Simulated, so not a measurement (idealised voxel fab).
process module | voxel ribs on slabs
cross-section cut | 140 nm wide | cells 5 nm
A cross-section is a grid of square cells, given in bands from the top down. A band is one or more rows of cells.
Each band's line starts with the height of the band's top and of its bottom, in nm. Then come its materials from left to right, each with its width in nm. One material with "throughout" fills the band from edge to edge. "air" is empty space.
Height 0 is the level under which the wafer as received is all one material. The lowest band goes on downwards, as in "0 down".
A width such as "30 to 40" changes by the same amount from each row of cells to the next, from the band's top row to its bottom row.
"no change" after a step means that no cell of the cross-section changed.
closed voids: empty space of 8 cells or more with no open way to the top, each as width x height at its distance from the left edge, in nm
after a step's settings: what the simulator itself notes on the step
overlay nm, on a step with a mask: how far to the right of its planned place the mask lay; to the left if negative
plan
1 op RECEIVE | material Si
2 op DIRECTIONAL_DEP | material SiO2 | thk nm 20
3 op DIRECTIONAL_DEP | material polySi | thk nm 20
4 op PATTERN | tone cover | mask id RIB | material resist | width nm 30 | thk nm 20 | overlay nm 0
5 op DIRECTIONAL_ETCH | etch materials polySi | depth nm 15
6 op STRIP | etch materials resist
7 op DIRECTIONAL_DEP | material aC | thk nm 15
8 op PATTERN | tone cover | mask id SLAB | material resist | width nm 60 | thk nm 35 | overlay nm 0
9 op DIRECTIONAL_ETCH | etch materials aC | depth nm 15
10 op STRIP | etch materials resist
11 op DIRECTIONAL_ETCH | etch materials polySi | depth nm 5
12 op STRIP | etch materials aC
13 op FILL_DEP | material SiO2 | thk nm 15
14 op CMP | height nm 50
15 op DIRECTIONAL_DEP | material TiN | thk nm 5
16 op MASKED_ETCH | tone cover | mask id HEATER | width nm 40 | etch materials TiN | depth nm 5 | overlay nm 0
17 op CONFORMAL_DEP | material SiO2 | thk nm 5
first wafer, as planned
as received, after step 1
  0 down: Si throughout
  closed voids: none
after step 2
  20 to 0: SiO2 throughout
  below 0: unchanged
after step 3
  40 to 20: polySi throughout
  below 20: unchanged
after step 4
  60 to 40: air 55 | resist 30 | air 55
  below 40: unchanged
after step 5
  60 to 40: air 55 | resist 30 | air 55
  40 to 25: air 55 | polySi 30 | air 55
  below 25: unchanged
after step 6
  40 to 25: air 55 | polySi 30 | air 55
  below 25: unchanged
after step 7
  55 to 40: air 55 | aC 30 | air 55
  40 to 25: aC 55 | polySi 30 | aC 55
  below 25: unchanged
after step 8
  90 to 55: air 40 | resist 60 | air 40
  55 to 40: air 40 | resist 15 | aC 30 | resist 15 | air 40
  below 40: unchanged
after step 9
  75 to 55: air 40 | resist 60 | air 40
  55 to 40: air 40 | resist 15 | aC 30 | resist 15 | air 40
  40 to 25: air 40 | aC 15 | polySi 30 | aC 15 | air 40
  below 25: unchanged
after step 10
  55 to 40: air 55 | aC 30 | air 55
  below 40: unchanged
after step 11
  55 to 40: air 55 | aC 30 | air 55
  40 to 25: air 40 | aC 15 | polySi 30 | aC 15 | air 40
  25 to 20: air 40 | polySi 60 | air 40
  below 20: unchanged
after step 12
  40 to 25: air 55 | polySi 30 | air 55
  below 25: unchanged
after step 13
  55 to 40: SiO2 throughout
  40 to 25: SiO2 55 | polySi 30 | SiO2 55
  25 to 20: SiO2 40 | polySi 60 | SiO2 40
  below 20: unchanged
after step 14
  50 to 40: SiO2 throughout
  below 40: unchanged
after step 15
  55 to 50: TiN throughout
  below 50: unchanged
after step 16
  55 to 50: air 50 | TiN 40 | air 50
  below 50: unchanged
after step 17
  60 to 55: air 45 | SiO2 50 | air 45
  55 to 50: SiO2 50 | TiN 40 | SiO2 50
  below 50: unchanged
second wafer: like start, like plan, one mistake. Through step 3 it matches the first wafer
when step 4 should have ended
  60 to 40: air 60 | resist 25 | air 55
  below 40: unchanged
when step 5 should have ended
  60 to 40: air 60 | resist 25 | air 55
  40 to 25: air 60 | polySi 25 | air 55
  below 25: unchanged
when step 6 should have ended
  40 to 25: air 60 | polySi 25 | air 55
  below 25: unchanged
when step 7 should have ended
  55 to 40: air 60 | aC 25 | air 55
  40 to 25: aC 60 | polySi 25 | aC 55
  below 25: unchanged
when step 8 should have ended
  90 to 55: air 40 | resist 60 | air 40
  55 to 40: air 40 | resist 20 | aC 25 | resist 15 | air 40
  below 40: unchanged
when step 9 should have ended
  75 to 55: air 40 | resist 60 | air 40
  55 to 40: air 40 | resist 20 | aC 25 | resist 15 | air 40
  40 to 25: air 40 | aC 20 | polySi 25 | aC 15 | air 40
  below 25: unchanged
when step 10 should have ended
  55 to 40: air 60 | aC 25 | air 55
  below 40: unchanged
when step 11 should have ended
  55 to 40: air 60 | aC 25 | air 55
  40 to 25: air 40 | aC 20 | polySi 25 | aC 15 | air 40
  25 to 20: air 40 | polySi 60 | air 40
  below 20: unchanged
when step 12 should have ended
  40 to 25: air 60 | polySi 25 | air 55
  below 25: unchanged
when step 13 should have ended
  55 to 40: SiO2 throughout
  40 to 25: SiO2 60 | polySi 25 | SiO2 55
  25 to 20: SiO2 40 | polySi 60 | SiO2 40
  below 20: unchanged
when step 14 should have ended
  50 to 40: SiO2 throughout
  below 40: unchanged
when step 15 should have ended
  55 to 50: TiN throughout
  below 50: unchanged
when step 16 should have ended
  55 to 50: air 50 | TiN 40 | air 50
  below 50: unchanged
when step 17 should have ended
  60 to 55: air 45 | SiO2 50 | air 45
  55 to 50: SiO2 50 | TiN 40 | SiO2 50
  below 50: unchanged
what went wrong: step 4 ran as: op PATTERN | tone cover | mask id RIB | material resist | width nm 25 | thk nm 20 | overlay nm 0
at the end the second wafer has, in cells: 3 more of SiO2 | 3 fewer of polySi
